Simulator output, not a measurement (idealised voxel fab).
voxel transistor to metal: a process module
Each square cell in cross-section cut measures 5 nm, and the section as a whole is 210 nm wide.
Reading order for cross-sections: top band down to bottom band. Underlying form: a grid of square cells. Band size: one or more rows of cells.
Quick guide to a band line: top height, bottom height (nm) up front; then every material left to right with its width in nm. Only one material and it's marked "edge to edge"? Then it fills the band edge to edge. And "blank" just means empty space.
Heights are expressed relative to 0, this being the level below which the as-received wafer comprises one material exclusively. The lowest band is unbounded in the downward direction and is denoted as in "0 down".
A two-number width, for instance "30->40", indicates that the width is equal to the first number in the top row of the band and to the second number in the bottom row, and that it changes by a constant amount per row of cells.
"no modification" for a step: no cell of the cross-section changed in that step.
This entry, "Enclosed internal cavities", enumerates those empty regions of no fewer than 8 cells that possess no open connection to the top. Each region is reported in the form width x height at distance, the distance being taken from the left edge, with all three quantities expressed in nm.
On each step's line, the part that comes after the settings is the simulator's own comment on the step.
The line of a step may include "overlay nm". On a step with a mask, this value is how far to the right of its planned place the mask lay. A negative value means the mask lay to the left.
This section lists the process steps that were planned:
- 1: RECEIVE with material Si
- 2: OXIDIZE with depth nm 5
- 3: CONFORMAL_DEP with material SiN, thk nm 15
- 4: PATTERN with tone cover, mask id ACTIVE, material resist, width nm 115, thk nm 15, overlay nm 0
- 5: DIRECTIONAL_ETCH with etch materials SiN, depth nm 15
- 6: DIRECTIONAL_ETCH with etch materials SiO2, depth nm 5
- 7: DIRECTIONAL_ETCH with etch materials Si, depth nm 30
- 8: STRIP with etch materials resist
- 9: OXIDIZE with depth nm 5
- 10: FILL_DEP with material SiO2, thk nm 10
- 11: CMP with height nm 15
- 12: SELECTIVE_ETCH with etch materials SiO2, depth nm 10
- 13: STRIP with etch materials SiN
- 14: SELECTIVE_ETCH with etch materials SiO2, depth nm 5
- 15: OXIDIZE with depth nm 5
- 16: DIRECTIONAL_DEP with material polySi, thk nm 20
- 17: DIRECTIONAL_DEP with material SiCN, thk nm 15
- 18: DIRECTIONAL_DEP with material aC, thk nm 10
- 19: PATTERN with tone cover, mask id GATE, material resist, width nm 25, thk nm 25, overlay nm 0
- 20: DIRECTIONAL_ETCH with etch materials aC, depth nm 10
- 21: STRIP with etch materials resist
- 22: DIRECTIONAL_ETCH with etch materials SiCN, depth nm 25
- 23: DIRECTIONAL_ETCH with etch materials polySi, depth nm 30
- 24: STRIP with etch materials aC
- 25: CONFORMAL_DEP with material SiO2, thk nm 5
- 26: DIRECTIONAL_ETCH with etch materials SiO2, depth nm 5
- 27: CONFORMAL_DEP with material SiN, thk nm 5
- 28: DIRECTIONAL_ETCH with etch materials SiN, depth nm 5
- 29: DIRECTIONAL_ETCH with etch materials SiO2, depth nm 5
- 30: DIRECTIONAL_ETCH with etch materials Si, depth nm 5
- 31: EPI with material SiGe, thk nm 10
- 32: FILL_DEP with material SiO2, thk nm 5
- 33: CMP with height nm 30
- 34: DIRECTIONAL_DEP with material SiO2, thk nm 10
- 35: DIRECTIONAL_DEP with material aC, thk nm 10
- 36: PATTERN with tone open, mask id CONTACT, material resist, width nm 35, pitch nm 70, thk nm 30, overlay nm 0
- 37: DIRECTIONAL_ETCH with etch materials aC, depth nm 10
- 38: STRIP with etch materials resist
- 39: DIRECTIONAL_ETCH with etch materials SiO2, depth nm 45
- 40: STRIP with etch materials aC
- 41: CONFORMAL_DEP with material TiN, thk nm 5
- 42: FILL_DEP with material Ru, thk nm 5
- 43: CMP with height nm 40
- 44: DIRECTIONAL_DEP with material TiN, thk nm 5
- 45: DIRECTIONAL_DEP with material W, thk nm 15
- 46: MASKED_ETCH with tone cover, mask id METAL_1, width nm 20, pitch nm 85, etch materials W, depth nm 15, overlay nm 0
- 47: MASKED_ETCH with tone cover, mask id METAL_1, width nm 20, pitch nm 85, etch materials TiN, depth nm 5, overlay nm 0
- 48: CONFORMAL_DEP with material SiN, thk nm 5
- 49: FILL_DEP with material SiO2, thk nm 10
- 50: CMP with height nm 60
- 51: CONFORMAL_DEP with material SiCN, thk nm 5
- 52: DIRECTIONAL_DEP with material SiO2, thk nm 25
- 53: PATTERN with tone open, mask id METAL_2, material resist, width nm 20, pitch nm 85, thk nm 20, overlay nm 0
- 54: DIRECTIONAL_ETCH with etch materials SiO2, depth nm 15
- 55: STRIP with etch materials resist
- 56: PATTERN with tone open, mask id METAL_2_HOLES, material resist, width nm 15, pitch nm 85, thk nm 20, overlay nm 0
- 57: DIRECTIONAL_ETCH with etch materials SiO2, depth nm 10
- 58: DIRECTIONAL_ETCH with etch materials SiCN, depth nm 5
- 59: STRIP with etch materials resist
- 60: CONFORMAL_DEP with material TiN, thk nm 5
- 61: FILL_DEP with material Cu, thk nm 5
- 62: CMP with height nm 90
- 63: CONFORMAL_DEP with material SiN, thk nm 5
The cross-section here shows the wafer as received, i.e. in its state after step 1:
* 0 down: Si edge to edge
* Enclosed internal cavities: none
Module complete - cross-section of the first of two wafers, run according to plan:
* 95 to 90: SiN edge to edge
* 90 to 80: SiO2 50 nm, TiN 5 nm, Cu 10 nm, TiN 5 nm, SiO2 65 nm, TiN 5 nm, Cu 10 nm, TiN 5 nm, SiO2 55 nm
* 80 to 75: SiO2 50 nm, TiN 5 nm, Cu 5 nm, TiN 10 nm, SiO2 65 nm, TiN 5 nm, Cu 5 nm, TiN 10 nm, SiO2 55 nm
* 75 to 65: SiO2 50 nm, TiN 5 nm, Cu 5 nm, TiN 5 nm, SiO2 70 nm, TiN 5 nm, Cu 5 nm, TiN 5 nm, SiO2 60 nm
* 65 to 60: SiCN 50 nm, TiN 15 nm, SiCN 70 nm, TiN 15 nm, SiCN 60 nm
* 60 to 45: SiO2 45 nm, SiN 5 nm, W 20 nm, SiN 5 nm, SiO2 55 nm, SiN 5 nm, W 20 nm, SiN 5 nm, SiO2 50 nm
* 45 to 40: SiN 50 nm, TiN 20 nm, SiN 65 nm, TiN 20 nm, SiN 55 nm
* 40 to 30: SiO2 50 nm, TiN 5 nm, Ru 25->20 nm, TiN 5->10 nm, SiO2 35 nm, TiN 5->10 nm, Ru 25->20 nm, TiN 5 nm, SiO2 55 nm
* 30 to 15: SiO2 50 nm, TiN 5 nm, Ru 20 nm, TiN 5 nm, SiN 5 nm, SiO2 5 nm, SiCN 25 nm, SiO2 5 nm, SiN 5 nm, TiN 5 nm, Ru 20 nm, TiN 5 nm, SiO2 55 nm
* 15 to 5: SiO2 50 nm, TiN 5 nm, Ru 20 nm, TiN 5 nm, SiN 5 nm, SiO2 5 nm, polySi 25 nm, SiO2 5 nm, SiN 5 nm, TiN 5 nm, Ru 20 nm, TiN 5 nm, SiO2 55 nm
* 5 to 0: SiO2 50 nm, TiN 5 nm, Ru 10 nm, TiN 15 nm, SiN 5 nm, SiO2 5 nm, polySi 25 nm, SiO2 5 nm, SiN 5 nm, TiN 15 nm, Ru 10 nm, TiN 5 nm, SiO2 55 nm
* 0 to -5: SiO2 45 nm, SiN 5 nm, TiN 20 nm, SiGe 10 nm, SiN 5 nm, SiO2 5 nm, polySi 25 nm, SiO2 5 nm, SiN 5 nm, SiGe 10 nm, TiN 20 nm, SiN 5 nm, SiO2 50 nm
* -5 to -10: SiO2 50 nm, SiGe 30 nm, SiO2 45 nm, SiGe 30 nm, SiO2 55 nm
* -10 to -15: SiO2 50 nm, SiGe 30 nm, Si 45 nm, SiGe 30 nm, SiO2 55 nm
* -15 to -40: SiO2 50 nm, Si 105 nm, SiO2 55 nm
* -40 down: Si edge to edge
* Enclosed internal cavities: none
Second wafer cross-section at end of module - shared start and plan with the first, one mistake in the run:
* 95 to 90: SiN edge to edge
* 90 to 80: SiO2 50 nm, TiN 5 nm, Cu 10 nm, TiN 5 nm, SiO2 65 nm, TiN 5 nm, Cu 10 nm, TiN 5 nm, SiO2 55 nm
* 80 to 75: SiO2 50 nm, TiN 5 nm, Cu 5 nm, TiN 10 nm, SiO2 65 nm, TiN 5 nm, Cu 5 nm, TiN 10 nm, SiO2 55 nm
* 75 to 65: SiO2 50 nm, TiN 5 nm, Cu 5 nm, TiN 5 nm, SiO2 70 nm, TiN 5 nm, Cu 5 nm, TiN 5 nm, SiO2 60 nm
* 65 to 60: SiCN 50 nm, TiN 15 nm, SiCN 70 nm, TiN 15 nm, SiCN 60 nm
* 60 to 45: SiO2 45 nm, SiN 5 nm, W 20 nm, SiN 5 nm, SiO2 55 nm, SiN 5 nm, W 20 nm, SiN 5 nm, SiO2 50 nm
* 45 to 40: SiN 50 nm, TiN 20 nm, SiN 65 nm, TiN 20 nm, SiN 55 nm
* 40 to 30: SiO2 50 nm, TiN 5 nm, Ru 25->20 nm, TiN 5->10 nm, SiO2 35 nm, TiN 5->10 nm, Ru 25->20 nm, TiN 5 nm, SiO2 55 nm
* 30 to 15: SiO2 50 nm, TiN 5 nm, Ru 20 nm, TiN 5 nm, SiN 5 nm, SiO2 5 nm, SiCN 25 nm, SiO2 5 nm, SiN 5 nm, TiN 5 nm, Ru 20 nm, TiN 5 nm, SiO2 55 nm
* 15 to 5: SiO2 50 nm, TiN 5 nm, Ru 20 nm, TiN 5 nm, SiN 5 nm, SiO2 5 nm, polySi 25 nm, SiO2 5 nm, SiN 5 nm, TiN 5 nm, Ru 20 nm, TiN 5 nm, SiO2 55 nm
* 5 to 0: SiO2 50 nm, TiN 5 nm, Ru 10 nm, TiN 15 nm, SiN 5 nm, SiO2 5 nm, polySi 25 nm, SiO2 5 nm, SiN 5 nm, TiN 15 nm, Ru 10 nm, TiN 5 nm, SiO2 55 nm
* 0 to -5: SiO2 35 nm, SiN 5 nm, SiO2 10 nm, TiN 20 nm, SiGe 10 nm, SiN 5 nm, SiO2 5 nm, polySi 25 nm, SiO2 5 nm, SiN 5 nm, SiGe 10 nm, TiN 20 nm, SiO2 10 nm, SiN 5 nm, SiO2 40 nm
* -5 to -10: SiO2 35 nm, SiN 10 nm, SiO2 5 nm, SiGe 30 nm, SiO2 45 nm, SiGe 30 nm, SiO2 5 nm, SiN 10 nm, SiO2 40 nm
* -10 to -15: SiO2 35 nm, SiN 10 nm, SiO2 10 nm, SiGe 25 nm, Si 45 nm, SiGe 25 nm, SiO2 10 nm, SiN 10 nm, SiO2 40 nm
* -15 to -20: SiO2 55 nm, Si 95 nm, SiO2 60 nm
* -20 to -40: SiO2 50 nm, Si 105 nm, SiO2 55 nm
* -40 down: Si edge to edge
* Enclosed internal cavities: none
The plan and the run diverged here: the executed order of steps 12 and 13 is the reverse of that specified in the plan, each step having taken the other's position
Counted in cells at the end, the second wafer holds more or fewer of these materials than the first: Si: 2 fewer | SiGe: 2 fewer | SiN: 8 more | SiO2: 4 fewer
